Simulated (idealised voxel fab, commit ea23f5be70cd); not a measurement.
process module | voxel lift off
cross-section cut | 270 nm wide | cells 5 nm
A cross-section is a grid of square cells, given in bands from the top down. A band is one or more rows of cells.
Each band's line starts with the height of the band's top and of its bottom, in nm. Then come its materials from left to right, each with its width in nm. One material with "throughout" fills the band from edge to edge. "air" is empty space.
Height 0 is the level under which the wafer as received is all one material. The lowest band goes on downwards, as in "0 down".
A width such as "30 to 40" changes by the same amount from each row of cells to the next, from the band's top row to its bottom row.
"no change" after a step means that no cell of the cross-section changed.
closed voids: empty space of 8 cells or more with no open way to the top, each as width x height at its distance from the left edge, in nm
after a step's settings: what the simulator itself notes on the step
overlay nm, on a step with a mask: how far to the right of its planned place the mask lay; to the left if negative
plan
1 op RECEIVE | material Si
2 op CONFORMAL_DEP | material SiO2 | thk nm 5
3 op PATTERN | tone open | mask id LINES | material resist | width nm 15 | pitch nm 45 | thk nm 30 | overlay nm 0
4 op DIRECTIONAL_DEP | material Ru | thk nm 15
5 op STRIP | etch materials resist
6 op CONFORMAL_DEP | material SiCN | thk nm 5
varied across the wafers: width nm of step 3. The plan shows the first wafer's value. All wafers start alike
first wafer as received, after step 1
  0 down: Si throughout
  closed voids: none
first wafer at the end, after step 6
  25 to 20: air 75 | SiCN 25 | air 20 | SiCN 25 | air 20 | SiCN 25 | air 80
  20 to 10: air 75 | SiCN 5 | Ru 15 | SiCN 5 | air 20 | SiCN 5 | Ru 15 | SiCN 5 | air 20 | SiCN 5 | Ru 15 | SiCN 5 | air 80
  10 to 5: SiCN 80 | Ru 15 | SiCN 30 | Ru 15 | SiCN 30 | Ru 15 | SiCN 85
  5 to 0: SiO2 throughout
  0 down: Si throughout
  closed voids: none
last wafer at the end
  25 to 20: air 70 | SiCN 40 | air 5 | SiCN 40 | air 5 | SiCN 40 | air 70
  20 to 10: air 70 | SiCN 5 | Ru 30 | SiCN 5 | air 5 | SiCN 5 | Ru 30 | SiCN 5 | air 5 | SiCN 5 | Ru 30 | SiCN 5 | air 70
  10 to 5: SiCN 75 | Ru 30 | SiCN 15 | Ru 30 | SiCN 15 | Ru 30 | SiCN 75
  5 to 0: SiO2 throughout
  0 down: Si throughout
  closed voids: none
each wafer at the end: cells of each material gained (+) or lost (-) since it was received, then its closed voids
width nm 15 | +27 Ru | +72 SiCN | +54 SiO2 | closed voids: none
width nm 20 | +36 Ru | +72 SiCN | +54 SiO2 | closed voids: none
width nm 25 | +45 Ru | +72 SiCN | +54 SiO2 | closed voids: none
width nm 30 | +54 Ru | +72 SiCN | +54 SiO2 | closed voids: none
